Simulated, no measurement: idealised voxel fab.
Process module in this document: voxel spacer lines
Shown is cross-section cut, with a width of 225 nm and square cells of size 5 nm.
For the purposes of this document, a cross-section shall be understood as a grid of square cells, specified as bands listed in top-to-bottom order, each band consisting of one or more rows of cells.
The band entry comprises the height of the band's top followed by the height of its bottom, expressed in nm, and subsequently the band's materials from left to right, each stated together with its width in nm. Where a single material is marked with the word "throughout", that material fills the band from edge to edge. The word "empty" represents empty space.
Height datum 0, below which the as-received substrate wafer is one material. Lowest band open at the bottom, running downward: "from 0 down".
So if you see something like "30->40" for the width, read it as the top row of the band sitting at the first number and the bottom row at the second, with every row in between moving by the same amount as the last.
Take "left unchanged" at face value: in the step it is given for, the cross-section changed in none of its cells.
"closed voids" - sealed voids, min. 8 cells, no opening to top; format: width x height at distance (distance from left edge; nm throughout).
Post-settings text on a step line: simulator's own remark regarding the step.
overlay nm: how far to the right of its planned place the mask lay on this masked step (negative: to the left).
So the way this works: pairs, before and after one process step. The after picture only goes down to the lowest band that actually changed, nothing below. Step and its settings are under each pair. And watch out, pairs might come from different runs of this module, same starting wafer though, so a pair only follows on from the one above if its "Prior to step" entry tells you so.

-- Prior to step
	from 0 down  Si throughout
	closed voids: none

-- Step Result
	from 10 to 0  Al2O3 throughout
	Below 0, the layers are the same as they were.
	closed voids: none
For reference, the processing step occurring between the two cross-sections presented above is as follows: op CONFORMAL_DEP | material Al2O3 | thk nm 10

Prior to step: For the state before this step, see the after cross-section of the pair located directly above.

-- Step Result
	from 20 to 10  TiN throughout
	Below 10, the layers are the same as they were.
	closed voids: none
For reference, the processing step occurring between the two cross-sections presented above is as follows: op DIRECTIONAL_DEP | material TiN | thk nm 10

Prior to step: For the state before this step, see the after cross-section of the pair located directly above.

-- Step Result
	from 45 to 20  aC throughout
	Below 20, the layers are the same as they were.
	closed voids: none
For reference, the processing step occurring between the two cross-sections presented above is as follows: op DIRECTIONAL_DEP | material aC | thk nm 25

Prior to step: For the state before this step, see the after cross-section of the pair located directly above.

-- Step Result
	from 80 to 45  empty (30); resist (25); empty (45); resist (25); empty (45); resist (25); empty (30)
	Below 45, the layers are the same as they were.
	closed voids: none
For reference, the processing step occurring between the two cross-sections presented above is as follows: op PATTERN | tone cover | mask id MANDREL | material resist | width nm 25 | pitch nm 70 | thk nm 35 | overlay nm 0

Prior to step: For the state before this step, see the after cross-section of the pair located directly above.

-- Step Result
	from 55 to 45  empty (30); resist (25); empty (45); resist (25); empty (45); resist (25); empty (30)
	from 45 to 20  empty (30); aC (25); empty (45); aC (25); empty (45); aC (25); empty (30)
	Below 20, the layers are the same as they were.
	closed voids: none
For reference, the processing step occurring between the two cross-sections presented above is as follows: op DIRECTIONAL_ETCH | etch materials aC | depth nm 25

Prior to step: For the state before this step, see the after cross-section of the pair located directly above.

-- Step Result
	from 45 to 20  empty (30); aC (25); empty (45); aC (25); empty (45); aC (25); empty (30)
	Below 20, the layers are the same as they were.
	closed voids: none
For reference, the processing step occurring between the two cross-sections presented above is as follows: op STRIP | etch materials resist

Prior to step: For the state before this step, see the after cross-section of the pair located directly above.

-- Step Result
	from 55 to 45  empty (20); SiO2 (45); empty (25); SiO2 (45); empty (25); SiO2 (45); empty (20)
	from 45 to 30  empty (20); SiO2 (10); aC (25); SiO2 (10); empty (25); SiO2 (10); aC (25); SiO2 (10); empty (25); SiO2 (10); aC (25); SiO2 (10); empty (20)
	from 30 to 20  SiO2 (30); aC (25); SiO2 (45); aC (25); SiO2 (45); aC (25); SiO2 (30)
	Below 20, the layers are the same as they were.
	closed voids: none
For reference, the processing step occurring between the two cross-sections presented above is as follows: op CONFORMAL_DEP | material SiO2 | thk nm 10

Prior to step: For the state before this step, see the after cross-section of the pair located directly above.

-- Step Result
	from 45 to 20  empty (20); SiO2 (10); aC (25); SiO2 (10); empty (25); SiO2 (10); aC (25); SiO2 (10); empty (25); SiO2 (10); aC (25); SiO2 (10); empty (20)
	Below 20, the layers are the same as they were.
	closed voids: none
For reference, the processing step occurring between the two cross-sections presented above is as follows: op DIRECTIONAL_ETCH | etch materials SiO2 | depth nm 10

Prior to step: For the state before this step, see the after cross-section of the pair located directly above.

-- Step Result
	from 45 to 20  empty (20); SiO2 (10); empty (25); SiO2 (10); empty (25); SiO2 (10); empty (25); SiO2 (10); empty (25); SiO2 (10); empty (25); SiO2 (10); empty (20)
	Below 20, the layers are the same as they were.
	closed voids: none
For reference, the processing step occurring between the two cross-sections presented above is as follows: op STRIP | etch materials aC

Prior to step: For the state before this step, see the after cross-section of the pair located directly above.

-- Step Result
	from 45 to 20  empty (20); SiO2 (10); empty (25); SiO2 (10); empty (25); SiO2 (10); empty (25); SiO2 (10); empty (25); SiO2 (10); empty (25); SiO2 (10); empty (20)
	from 20 to 10  empty (20); TiN (10); empty (25); TiN (10); empty (25); TiN (10); empty (25); TiN (10); empty (25); TiN (10); empty (25); TiN (10); empty (20)
	Below 10, the layers are the same as they were.
	closed voids: none
For reference, the processing step occurring between the two cross-sections presented above is as follows: op DIRECTIONAL_ETCH | etch materials TiN | depth nm 10

Prior to step: For the state before this step, see the after cross-section of the pair located directly above.

-- Step Result
	from 20 to 10  empty (20); TiN (10); empty (25); TiN (10); empty (25); TiN (10); empty (25); TiN (10); empty (25); TiN (10); empty (25); TiN (10); empty (20)
	Below 10, the layers are the same as they were.
	closed voids: none
For reference, the processing step occurring between the two cross-sections presented above is as follows: op STRIP | etch materials SiO2

Prior to step: For the state before this step, see the after cross-section of the pair located directly above.

-- Step Result
	from 30 to 20  lowk throughout
	from 20 to 10  lowk (20); TiN (10); lowk (25); TiN (10); lowk (25); TiN (10); lowk (25); TiN (10); lowk (25); TiN (10); lowk (25); TiN (10); lowk (20)
	Below 10, the layers are the same as they were.
	closed voids: none
For reference, the processing step occurring between the two cross-sections presented above is as follows: op FILL_DEP | material lowk | thk nm 10

Prior to step: For the state before this step, see the after cross-section of the pair located directly above.

-- Step Result
	from 20 to 10  lowk (20); TiN (10); lowk (25); TiN (10); lowk (25); TiN (10); lowk (25); TiN (10); lowk (25); TiN (10); lowk (25); TiN (10); lowk (20)
	Below 10, the layers are the same as they were.
	closed voids: none
For reference, the processing step occurring between the two cross-sections presented above is as follows: op CMP | height nm 20

-- Prior to step
	from 0 down  Si throughout
	closed voids: none

-- Step Result
	from 10 to 0  TiN throughout
	Below 0, the layers are the same as they were.
	closed voids: none
For reference, the processing step occurring between the two cross-sections presented above is as follows: op DIRECTIONAL_DEP | material TiN | thk nm 10

Prior to step: For the state before this step, see the after cross-section of the pair located directly above.

-- Step Result
	from 35 to 10  aC throughout
	Below 10, the layers are the same as they were.
	closed voids: none
For reference, the processing step occurring between the two cross-sections presented above is as follows: op DIRECTIONAL_DEP | material aC | thk nm 25

Prior to step: For the state before this step, see the after cross-section of the pair located directly above.

-- Step Result
	from 70 to 35  empty (30); resist (25); empty (45); resist (25); empty (45); resist (25); empty (30)
	Below 35, the layers are the same as they were.
	closed voids: none
For reference, the processing step occurring between the two cross-sections presented above is as follows: op PATTERN | tone cover | mask id MANDREL | material resist | width nm 25 | pitch nm 70 | thk nm 35 | overlay nm 0

Prior to step: For the state before this step, see the after cross-section of the pair located directly above.

-- Step Result
	from 45 to 35  empty (30); resist (25); empty (45); resist (25); empty (45); resist (25); empty (30)
	from 35 to 10  empty (30); aC (25); empty (45); aC (25); empty (45); aC (25); empty (30)
	Below 10, the layers are the same as they were.
	closed voids: none
For reference, the processing step occurring between the two cross-sections presented above is as follows: op DIRECTIONAL_ETCH | etch materials aC | depth nm 25

Prior to step: For the state before this step, see the after cross-section of the pair located directly above.

-- Step Result
	from 35 to 10  empty (30); aC (25); empty (45); aC (25); empty (45); aC (25); empty (30)
	Below 10, the layers are the same as they were.
	closed voids: none
For reference, the processing step occurring between the two cross-sections presented above is as follows: op STRIP | etch materials resist

Prior to step: For the state before this step, see the after cross-section of the pair located directly above.

-- Step Result
	from 45 to 35  empty (20); SiO2 (45); empty (25); SiO2 (45); empty (25); SiO2 (45); empty (20)
	from 35 to 20  empty (20); SiO2 (10); aC (25); SiO2 (10); empty (25); SiO2 (10); aC (25); SiO2 (10); empty (25); SiO2 (10); aC (25); SiO2 (10); empty (20)
	from 20 to 10  SiO2 (30); aC (25); SiO2 (45); aC (25); SiO2 (45); aC (25); SiO2 (30)
	Below 10, the layers are the same as they were.
	closed voids: none
For reference, the processing step occurring between the two cross-sections presented above is as follows: op CONFORMAL_DEP | material SiO2 | thk nm 10

Prior to step: For the state before this step, see the after cross-section of the pair located directly above.

-- Step Result
	from 35 to 10  empty (20); SiO2 (10); aC (25); SiO2 (10); empty (25); SiO2 (10); aC (25); SiO2 (10); empty (25); SiO2 (10); aC (25); SiO2 (10); empty (20)
	Below 10, the layers are the same as they were.
	closed voids: none
For reference, the processing step occurring between the two cross-sections presented above is as follows: op DIRECTIONAL_ETCH | etch materials SiO2 | depth nm 10

Prior to step: For the state before this step, see the after cross-section of the pair located directly above.

-- Step Result
	from 35 to 10  empty (20); SiO2 (10); empty (25); SiO2 (10); empty (25); SiO2 (10); empty (25); SiO2 (10); empty (25); SiO2 (10); empty (25); SiO2 (10); empty (20)
	Below 10, the layers are the same as they were.
	closed voids: none
For reference, the processing step occurring between the two cross-sections presented above is as follows: op STRIP | etch materials aC

Prior to step: For the state before this step, see the after cross-section of the pair located directly above.

-- Step Result
	from 35 to 10  empty (20); SiO2 (10); empty (25); SiO2 (10); empty (25); SiO2 (10); empty (25); SiO2 (10); empty (25); SiO2 (10); empty (25); SiO2 (10); empty (20)
	from 10 to 0  empty (20); TiN (10); empty (25); TiN (10); empty (25); TiN (10); empty (25); TiN (10); empty (25); TiN (10); empty (25); TiN (10); empty (20)
	Below 0, the layers are the same as they were.
	closed voids: none
For reference, the processing step occurring between the two cross-sections presented above is as follows: op DIRECTIONAL_ETCH | etch materials TiN | depth nm 10

Prior to step: For the state before this step, see the after cross-section of the pair located directly above.

-- Step Result
	from 10 to 0  empty (20); TiN (10); empty (25); TiN (10); empty (25); TiN (10); empty (25); TiN (10); empty (25); TiN (10); empty (25); TiN (10); empty (20)
	Below 0, the layers are the same as they were.
	closed voids: none
For reference, the processing step occurring between the two cross-sections presented above is as follows: op STRIP | etch materials SiO2

Prior to step: For the state before this step, see the after cross-section of the pair located directly above.

-- Step Result
	from 20 to 10  lowk throughout
	from 10 to 0  lowk (20); TiN (10); lowk (25); TiN (10); lowk (25); TiN (10); lowk (25); TiN (10); lowk (25); TiN (10); lowk (25); TiN (10); lowk (20)
	Below 0, the layers are the same as they were.
	closed voids: none
For reference, the processing step occurring between the two cross-sections presented above is as follows: op FILL_DEP | material lowk | thk nm 10

-- Prior to step
	from 10 to 0  Al2O3 throughout
	from 0 down  Si throughout
	closed voids: none

-- Step Result
	from 35 to 10  aC throughout
	Below 10, the layers are the same as they were.
	closed voids: none
For reference, the processing step occurring between the two cross-sections presented above is as follows: op DIRECTIONAL_DEP | material aC | thk nm 25

Prior to step: For the state before this step, see the after cross-section of the pair located directly above.

-- Step Result
	from 45 to 35  TiN throughout
	Below 35, the layers are the same as they were.
	closed voids: none
For reference, the processing step occurring between the two cross-sections presented above is as follows: op DIRECTIONAL_DEP | material TiN | thk nm 10

Prior to step: For the state before this step, see the after cross-section of the pair located directly above.

-- Step Result
	from 80 to 45  empty (30); resist (25); empty (45); resist (25); empty (45); resist (25); empty (30)
	Below 45, the layers are the same as they were.
	closed voids: none
For reference, the processing step occurring between the two cross-sections presented above is as follows: op PATTERN | tone cover | mask id MANDREL | material resist | width nm 25 | pitch nm 70 | thk nm 35 | overlay nm 0

Prior to step: For the state before this step, see the after cross-section of the pair located directly above.

-- Step Result
	from 55 to 45  empty (30); resist (25); empty (45); resist (25); empty (45); resist (25); empty (30)
	Below 45, the layers are the same as they were.
	closed voids: none
For reference, the processing step occurring between the two cross-sections presented above is as follows: op DIRECTIONAL_ETCH | etch materials aC | depth nm 25

Prior to step: For the state before this step, see the after cross-section of the pair located directly above.

-- Step Result
	from 45 to 35  TiN throughout
	Below 35, the layers are the same as they were.
	closed voids: none
For reference, the processing step occurring between the two cross-sections presented above is as follows: op STRIP | etch materials resist

Prior to step: For the state before this step, see the after cross-section of the pair located directly above.

-- Step Result
	from 55 to 45  SiO2 throughout
	Below 45, the layers are the same as they were.
	closed voids: none
For reference, the processing step occurring between the two cross-sections presented above is as follows: op CONFORMAL_DEP | material SiO2 | thk nm 10

Prior to step: For the state before this step, see the after cross-section of the pair located directly above.

-- Step Result
	from 45 to 35  TiN throughout
	Below 35, the layers are the same as they were.
	closed voids: none
For reference, the processing step occurring between the two cross-sections presented above is as follows: op DIRECTIONAL_ETCH | etch materials SiO2 | depth nm 10

Prior to step: For the state before this step, see the after cross-section of the pair located directly above.

-- Step Result
	from 35 to 10  aC throughout
	Below 10, the layers are the same as they were.
	closed voids: none
For reference, the processing step occurring between the two cross-sections presented above is as follows: op DIRECTIONAL_ETCH | etch materials TiN | depth nm 10

Prior to step: For the state before this step, see the after cross-section of the pair located directly above.

-- Step Result
	from 45 to 35  lowk throughout
	Below 35, the layers are the same as they were.
	closed voids: none
For reference, the processing step occurring between the two cross-sections presented above is as follows: op FILL_DEP | material lowk | thk nm 10

Prior to step: For the state before this step, see the after cross-section of the pair located directly above.

-- Step Result
	from 20 to 10  aC throughout
	Below 10, the layers are the same as they were.
	closed voids: none
For reference, the processing step occurring between the two cross-sections presented above is as follows: op CMP | height nm 20

-- Prior to step
	from 0 down  Si throughout
	closed voids: none

-- Step Result
	from 5 to 0  Al2O3 throughout
	Below 0, the layers are the same as they were.
	closed voids: none
For reference, the processing step occurring between the two cross-sections presented above is as follows: op CONFORMAL_DEP | material Al2O3 | thk nm 5

Prior to step: For the state before this step, see the after cross-section of the pair located directly above.

-- Step Result
	from 15 to 5  TiN throughout
	Below 5, the layers are the same as they were.
	closed voids: none
For reference, the processing step occurring between the two cross-sections presented above is as follows: op DIRECTIONAL_DEP | material TiN | thk nm 10

Prior to step: For the state before this step, see the after cross-section of the pair located directly above.

-- Step Result
	from 40 to 15  aC throughout
	Below 15, the layers are the same as they were.
	closed voids: none
For reference, the processing step occurring between the two cross-sections presented above is as follows: op DIRECTIONAL_DEP | material aC | thk nm 25

Prior to step: For the state before this step, see the after cross-section of the pair located directly above.

-- Step Result
	from 75 to 40  empty (30); resist (25); empty (45); resist (25); empty (45); resist (25); empty (30)
	Below 40, the layers are the same as they were.
	closed voids: none
For reference, the processing step occurring between the two cross-sections presented above is as follows: op PATTERN | tone cover | mask id MANDREL | material resist | width nm 25 | pitch nm 70 | thk nm 35 | overlay nm 0

Prior to step: For the state before this step, see the after cross-section of the pair located directly above.

-- Step Result
	from 50 to 40  empty (30); resist (25); empty (45); resist (25); empty (45); resist (25); empty (30)
	from 40 to 15  empty (30); aC (25); empty (45); aC (25); empty (45); aC (25); empty (30)
	Below 15, the layers are the same as they were.
	closed voids: none
For reference, the processing step occurring between the two cross-sections presented above is as follows: op DIRECTIONAL_ETCH | etch materials aC | depth nm 25

Prior to step: For the state before this step, see the after cross-section of the pair located directly above.

-- Step Result
	from 40 to 15  empty (30); aC (25); empty (45); aC (25); empty (45); aC (25); empty (30)
	Below 15, the layers are the same as they were.
	closed voids: none
For reference, the processing step occurring between the two cross-sections presented above is as follows: op STRIP | etch materials resist

Prior to step: For the state before this step, see the after cross-section of the pair located directly above.

-- Step Result
	from 50 to 40  empty (20); SiO2 (45); empty (25); SiO2 (45); empty (25); SiO2 (45); empty (20)
	from 40 to 25  empty (20); SiO2 (10); aC (25); SiO2 (10); empty (25); SiO2 (10); aC (25); SiO2 (10); empty (25); SiO2 (10); aC (25); SiO2 (10); empty (20)
	from 25 to 15  SiO2 (30); aC (25); SiO2 (45); aC (25); SiO2 (45); aC (25); SiO2 (30)
	Below 15, the layers are the same as they were.
	closed voids: none
For reference, the processing step occurring between the two cross-sections presented above is as follows: op CONFORMAL_DEP | material SiO2 | thk nm 10

Prior to step: For the state before this step, see the after cross-section of the pair located directly above.

-- Step Result
	from 40 to 15  empty (20); SiO2 (10); aC (25); SiO2 (10); empty (25); SiO2 (10); aC (25); SiO2 (10); empty (25); SiO2 (10); aC (25); SiO2 (10); empty (20)
	Below 15, the layers are the same as they were.
	closed voids: none
For reference, the processing step occurring between the two cross-sections presented above is as follows: op DIRECTIONAL_ETCH | etch materials SiO2 | depth nm 10

Prior to step: For the state before this step, see the after cross-section of the pair located directly above.

-- Step Result
	from 40 to 15  empty (20); SiO2 (10); empty (25); SiO2 (10); empty (25); SiO2 (10); empty (25); SiO2 (10); empty (25); SiO2 (10); empty (25); SiO2 (10); empty (20)
	Below 15, the layers are the same as they were.
	closed voids: none
For reference, the processing step occurring between the two cross-sections presented above is as follows: op STRIP | etch materials aC

Prior to step: For the state before this step, see the after cross-section of the pair located directly above.

-- Step Result
	from 40 to 15  empty (20); SiO2 (10); empty (25); SiO2 (10); empty (25); SiO2 (10); empty (25); SiO2 (10); empty (25); SiO2 (10); empty (25); SiO2 (10); empty (20)
	from 15 to 5  empty (20); TiN (10); empty (25); TiN (10); empty (25); TiN (10); empty (25); TiN (10); empty (25); TiN (10); empty (25); TiN (10); empty (20)
	Below 5, the layers are the same as they were.
	closed voids: none
For reference, the processing step occurring between the two cross-sections presented above is as follows: op DIRECTIONAL_ETCH | etch materials TiN | depth nm 10

Prior to step: For the state before this step, see the after cross-section of the pair located directly above.

-- Step Result
	from 15 to 5  empty (20); TiN (10); empty (25); TiN (10); empty (25); TiN (10); empty (25); TiN (10); empty (25); TiN (10); empty (25); TiN (10); empty (20)
	Below 5, the layers are the same as they were.
	closed voids: none
For reference, the processing step occurring between the two cross-sections presented above is as follows: op STRIP | etch materials SiO2

Prior to step: For the state before this step, see the after cross-section of the pair located directly above.

-- Step Result
	from 25 to 15  lowk throughout
	from 15 to 5  lowk (20); TiN (10); lowk (25); TiN (10); lowk (25); TiN (10); lowk (25); TiN (10); lowk (25); TiN (10); lowk (25); TiN (10); lowk (20)
	Below 5, the layers are the same as they were.
	closed voids: none
For reference, the processing step occurring between the two cross-sections presented above is as follows: op FILL_DEP | material lowk | thk nm 10

Prior to step: For the state before this step, see the after cross-section of the pair located directly above.

-- Step Result
	from 20 to 15  lowk throughout
	Below 15, the layers are the same as they were.
	closed voids: none
For reference, the processing step occurring between the two cross-sections presented above is as follows: op CMP | height nm 20

-- Prior to step
	from 45 to 20  aC throughout
	from 20 to 10  TiN throughout
	from 10 to 0  Al2O3 throughout
	from 0 down  Si throughout
	closed voids: none

-- Step Result
	from 80 to 45  empty (30); resist (30); empty (40); resist (30); empty (40); resist (30); empty (25)
	Below 45, the layers are the same as they were.
	closed voids: none
For reference, the processing step occurring between the two cross-sections presented above is as follows: op PATTERN | tone cover | mask id MANDREL | material resist | width nm 30 | pitch nm 70 | thk nm 35 | overlay nm 0

Prior to step: For the state before this step, see the after cross-section of the pair located directly above.

-- Step Result
	from 55 to 45  empty (30); resist (30); empty (40); resist (30); empty (40); resist (30); empty (25)
	from 45 to 20  empty (30); aC (30); empty (40); aC (30); empty (40); aC (30); empty (25)
	Below 20, the layers are the same as they were.
	closed voids: none
For reference, the processing step occurring between the two cross-sections presented above is as follows: op DIRECTIONAL_ETCH | etch materials aC | depth nm 25

Prior to step: For the state before this step, see the after cross-section of the pair located directly above.

-- Step Result
	from 45 to 20  empty (30); aC (30); empty (40); aC (30); empty (40); aC (30); empty (25)
	Below 20, the layers are the same as they were.
	closed voids: none
For reference, the processing step occurring between the two cross-sections presented above is as follows: op STRIP | etch materials resist

Prior to step: For the state before this step, see the after cross-section of the pair located directly above.

-- Step Result
	from 55 to 45  empty (20); SiO2 (50); empty (20); SiO2 (50); empty (20); SiO2 (50); empty (15)
	from 45 to 30  empty (20); SiO2 (10); aC (30); SiO2 (10); empty (20); SiO2 (10); aC (30); SiO2 (10); empty (20); SiO2 (10); aC (30); SiO2 (10); empty (15)
	from 30 to 20  SiO2 (30); aC (30); SiO2 (40); aC (30); SiO2 (40); aC (30); SiO2 (25)
	Below 20, the layers are the same as they were.
	closed voids: none
For reference, the processing step occurring between the two cross-sections presented above is as follows: op CONFORMAL_DEP | material SiO2 | thk nm 10

Prior to step: For the state before this step, see the after cross-section of the pair located directly above.

-- Step Result
	from 45 to 20  empty (20); SiO2 (10); aC (30); SiO2 (10); empty (20); SiO2 (10); aC (30); SiO2 (10); empty (20); SiO2 (10); aC (30); SiO2 (10); empty (15)
	Below 20, the layers are the same as they were.
	closed voids: none
For reference, the processing step occurring between the two cross-sections presented above is as follows: op DIRECTIONAL_ETCH | etch materials SiO2 | depth nm 10

Prior to step: For the state before this step, see the after cross-section of the pair located directly above.

-- Step Result
	from 45 to 20  empty (20); SiO2 (10); empty (30); SiO2 (10); empty (20); SiO2 (10); empty (30); SiO2 (10); empty (20); SiO2 (10); empty (30); SiO2 (10); empty (15)
	Below 20, the layers are the same as they were.
	closed voids: none
For reference, the processing step occurring between the two cross-sections presented above is as follows: op STRIP | etch materials aC

Prior to step: For the state before this step, see the after cross-section of the pair located directly above.

-- Step Result
	from 45 to 20  empty (20); SiO2 (10); empty (30); SiO2 (10); empty (20); SiO2 (10); empty (30); SiO2 (10); empty (20); SiO2 (10); empty (30); SiO2 (10); empty (15)
	from 20 to 10  empty (20); TiN (10); empty (30); TiN (10); empty (20); TiN (10); empty (30); TiN (10); empty (20); TiN (10); empty (30); TiN (10); empty (15)
	Below 10, the layers are the same as they were.
	closed voids: none
For reference, the processing step occurring between the two cross-sections presented above is as follows: op DIRECTIONAL_ETCH | etch materials TiN | depth nm 10

Prior to step: For the state before this step, see the after cross-section of the pair located directly above.

-- Step Result
	from 20 to 10  empty (20); TiN (10); empty (30); TiN (10); empty (20); TiN (10); empty (30); TiN (10); empty (20); TiN (10); empty (30); TiN (10); empty (15)
	Below 10, the layers are the same as they were.
	closed voids: none
For reference, the processing step occurring between the two cross-sections presented above is as follows: op STRIP | etch materials SiO2

Prior to step: For the state before this step, see the after cross-section of the pair located directly above.

-- Step Result
	from 30 to 20  lowk throughout
	from 20 to 10  lowk (20); TiN (10); lowk (30); TiN (10); lowk (20); TiN (10); lowk (30); TiN (10); lowk (20); TiN (10); lowk (30); TiN (10); lowk (15)
	Below 10, the layers are the same as they were.
	closed voids: none
For reference, the processing step occurring between the two cross-sections presented above is as follows: op FILL_DEP | material lowk | thk nm 10

Prior to step: For the state before this step, see the after cross-section of the pair located directly above.

-- Step Result
	from 20 to 10  lowk (20); TiN (10); lowk (30); TiN (10); lowk (20); TiN (10); lowk (30); TiN (10); lowk (20); TiN (10); lowk (30); TiN (10); lowk (15)
	Below 10, the layers are the same as they were.
	closed voids: none
For reference, the processing step occurring between the two cross-sections presented above is as follows: op CMP | height nm 20

-- Prior to step
	from 45 to 20  aC throughout
	from 20 to 10  TiN throughout
	from 10 to 0  Al2O3 throughout
	from 0 down  Si throughout
	closed voids: none

-- Step Result
	from 80 to 45  empty (35); resist (25); empty (45); resist (25); empty (45); resist (25); empty (25)
	Below 45, the layers are the same as they were.
	closed voids: none
For reference, the processing step occurring between the two cross-sections presented above is as follows: op PATTERN | tone cover | mask id MANDREL | material resist | width nm 25 | pitch nm 70 | thk nm 35 | overlay nm 5

Prior to step: For the state before this step, see the after cross-section of the pair located directly above.

-- Step Result
	from 55 to 45  empty (35); resist (25); empty (45); resist (25); empty (45); resist (25); empty (25)
	from 45 to 20  empty (35); aC (25); empty (45); aC (25); empty (45); aC (25); empty (25)
	Below 20, the layers are the same as they were.
	closed voids: none
For reference, the processing step occurring between the two cross-sections presented above is as follows: op DIRECTIONAL_ETCH | etch materials aC | depth nm 25

Prior to step: For the state before this step, see the after cross-section of the pair located directly above.

-- Step Result
	from 45 to 20  empty (35); aC (25); empty (45); aC (25); empty (45); aC (25); empty (25)
	Below 20, the layers are the same as they were.
	closed voids: none
For reference, the processing step occurring between the two cross-sections presented above is as follows: op STRIP | etch materials resist

Prior to step: For the state before this step, see the after cross-section of the pair located directly above.

-- Step Result
	from 55 to 45  empty (25); SiO2 (45); empty (25); SiO2 (45); empty (25); SiO2 (45); empty (15)
	from 45 to 30  empty (25); SiO2 (10); aC (25); SiO2 (10); empty (25); SiO2 (10); aC (25); SiO2 (10); empty (25); SiO2 (10); aC (25); SiO2 (10); empty (15)
	from 30 to 20  SiO2 (35); aC (25); SiO2 (45); aC (25); SiO2 (45); aC (25); SiO2 (25)
	Below 20, the layers are the same as they were.
	closed voids: none
For reference, the processing step occurring between the two cross-sections presented above is as follows: op CONFORMAL_DEP | material SiO2 | thk nm 10

Prior to step: For the state before this step, see the after cross-section of the pair located directly above.

-- Step Result
	from 45 to 20  empty (25); SiO2 (10); aC (25); SiO2 (10); empty (25); SiO2 (10); aC (25); SiO2 (10); empty (25); SiO2 (10); aC (25); SiO2 (10); empty (15)
	Below 20, the layers are the same as they were.
	closed voids: none
For reference, the processing step occurring between the two cross-sections presented above is as follows: op DIRECTIONAL_ETCH | etch materials SiO2 | depth nm 10

Prior to step: For the state before this step, see the after cross-section of the pair located directly above.

-- Step Result
	from 45 to 20  empty (25); SiO2 (10); empty (25); SiO2 (10); empty (25); SiO2 (10); empty (25); SiO2 (10); empty (25); SiO2 (10); empty (25); SiO2 (10); empty (15)
	Below 20, the layers are the same as they were.
	closed voids: none
For reference, the processing step occurring between the two cross-sections presented above is as follows: op STRIP | etch materials aC

Prior to step: For the state before this step, see the after cross-section of the pair located directly above.

-- Step Result
	from 45 to 20  empty (25); SiO2 (10); empty (25); SiO2 (10); empty (25); SiO2 (10); empty (25); SiO2 (10); empty (25); SiO2 (10); empty (25); SiO2 (10); empty (15)
	from 20 to 10  empty (25); TiN (10); empty (25); TiN (10); empty (25); TiN (10); empty (25); TiN (10); empty (25); TiN (10); empty (25); TiN (10); empty (15)
	Below 10, the layers are the same as they were.
	closed voids: none
For reference, the processing step occurring between the two cross-sections presented above is as follows: op DIRECTIONAL_ETCH | etch materials TiN | depth nm 10

Prior to step: For the state before this step, see the after cross-section of the pair located directly above.

-- Step Result
	from 20 to 10  empty (25); TiN (10); empty (25); TiN (10); empty (25); TiN (10); empty (25); TiN (10); empty (25); TiN (10); empty (25); TiN (10); empty (15)
	Below 10, the layers are the same as they were.
	closed voids: none
For reference, the processing step occurring between the two cross-sections presented above is as follows: op STRIP | etch materials SiO2

Prior to step: For the state before this step, see the after cross-section of the pair located directly above.

-- Step Result
	from 30 to 20  lowk throughout
	from 20 to 10  lowk (25); TiN (10); lowk (25); TiN (10); lowk (25); TiN (10); lowk (25); TiN (10); lowk (25); TiN (10); lowk (25); TiN (10); lowk (15)
	Below 10, the layers are the same as they were.
	closed voids: none
For reference, the processing step occurring between the two cross-sections presented above is as follows: op FILL_DEP | material lowk | thk nm 10

Prior to step: For the state before this step, see the after cross-section of the pair located directly above.

-- Step Result
	from 20 to 10  lowk (25); TiN (10); lowk (25); TiN (10); lowk (25); TiN (10); lowk (25); TiN (10); lowk (25); TiN (10); lowk (25); TiN (10); lowk (15)
	Below 10, the layers are the same as they were.
	closed voids: none
For reference, the processing step occurring between the two cross-sections presented above is as follows: op CMP | height nm 20

-- Prior to step
	from 0 down  Si throughout
	closed voids: none

-- Step Result
	from 10 to 0  lowk throughout
	Below 0, the layers are the same as they were.
	closed voids: none
For reference, the processing step occurring between the two cross-sections presented above is as follows: op CONFORMAL_DEP | material lowk | thk nm 10

Prior to step: For the state before this step, see the after cross-section of the pair located directly above.

-- Step Result
	from 20 to 10  TiN throughout
	Below 10, the layers are the same as they were.
	closed voids: none
For reference, the processing step occurring between the two cross-sections presented above is as follows: op DIRECTIONAL_DEP | material TiN | thk nm 10

Prior to step: For the state before this step, see the after cross-section of the pair located directly above.

-- Step Result
	from 45 to 20  aC throughout
	Below 20, the layers are the same as they were.
	closed voids: none
For reference, the processing step occurring between the two cross-sections presented above is as follows: op DIRECTIONAL_DEP | material aC | thk nm 25

Prior to step: For the state before this step, see the after cross-section of the pair located directly above.

-- Step Result
	from 80 to 45  empty (30); resist (25); empty (45); resist (25); empty (45); resist (25); empty (30)
	Below 45, the layers are the same as they were.
	closed voids: none
For reference, the processing step occurring between the two cross-sections presented above is as follows: op PATTERN | tone cover | mask id MANDREL | material resist | width nm 25 | pitch nm 70 | thk nm 35 | overlay nm 0

Prior to step: For the state before this step, see the after cross-section of the pair located directly above.

-- Step Result
	from 55 to 45  empty (30); resist (25); empty (45); resist (25); empty (45); resist (25); empty (30)
	from 45 to 20  empty (30); aC (25); empty (45); aC (25); empty (45); aC (25); empty (30)
	Below 20, the layers are the same as they were.
	closed voids: none
For reference, the processing step occurring between the two cross-sections presented above is as follows: op DIRECTIONAL_ETCH | etch materials aC | depth nm 25

Prior to step: For the state before this step, see the after cross-section of the pair located directly above.

-- Step Result
	from 45 to 20  empty (30); aC (25); empty (45); aC (25); empty (45); aC (25); empty (30)
	Below 20, the layers are the same as they were.
	closed voids: none
For reference, the processing step occurring between the two cross-sections presented above is as follows: op STRIP | etch materials resist

Prior to step: For the state before this step, see the after cross-section of the pair located directly above.

-- Step Result
	from 55 to 45  empty (20); SiO2 (45); empty (25); SiO2 (45); empty (25); SiO2 (45); empty (20)
	from 45 to 30  empty (20); SiO2 (10); aC (25); SiO2 (10); empty (25); SiO2 (10); aC (25); SiO2 (10); empty (25); SiO2 (10); aC (25); SiO2 (10); empty (20)
	from 30 to 20  SiO2 (30); aC (25); SiO2 (45); aC (25); SiO2 (45); aC (25); SiO2 (30)
	Below 20, the layers are the same as they were.
	closed voids: none
For reference, the processing step occurring between the two cross-sections presented above is as follows: op CONFORMAL_DEP | material SiO2 | thk nm 10

Prior to step: For the state before this step, see the after cross-section of the pair located directly above.

-- Step Result
	from 45 to 20  empty (20); SiO2 (10); aC (25); SiO2 (10); empty (25); SiO2 (10); aC (25); SiO2 (10); empty (25); SiO2 (10); aC (25); SiO2 (10); empty (20)
	Below 20, the layers are the same as they were.
	closed voids: none
For reference, the processing step occurring between the two cross-sections presented above is as follows: op DIRECTIONAL_ETCH | etch materials SiO2 | depth nm 10
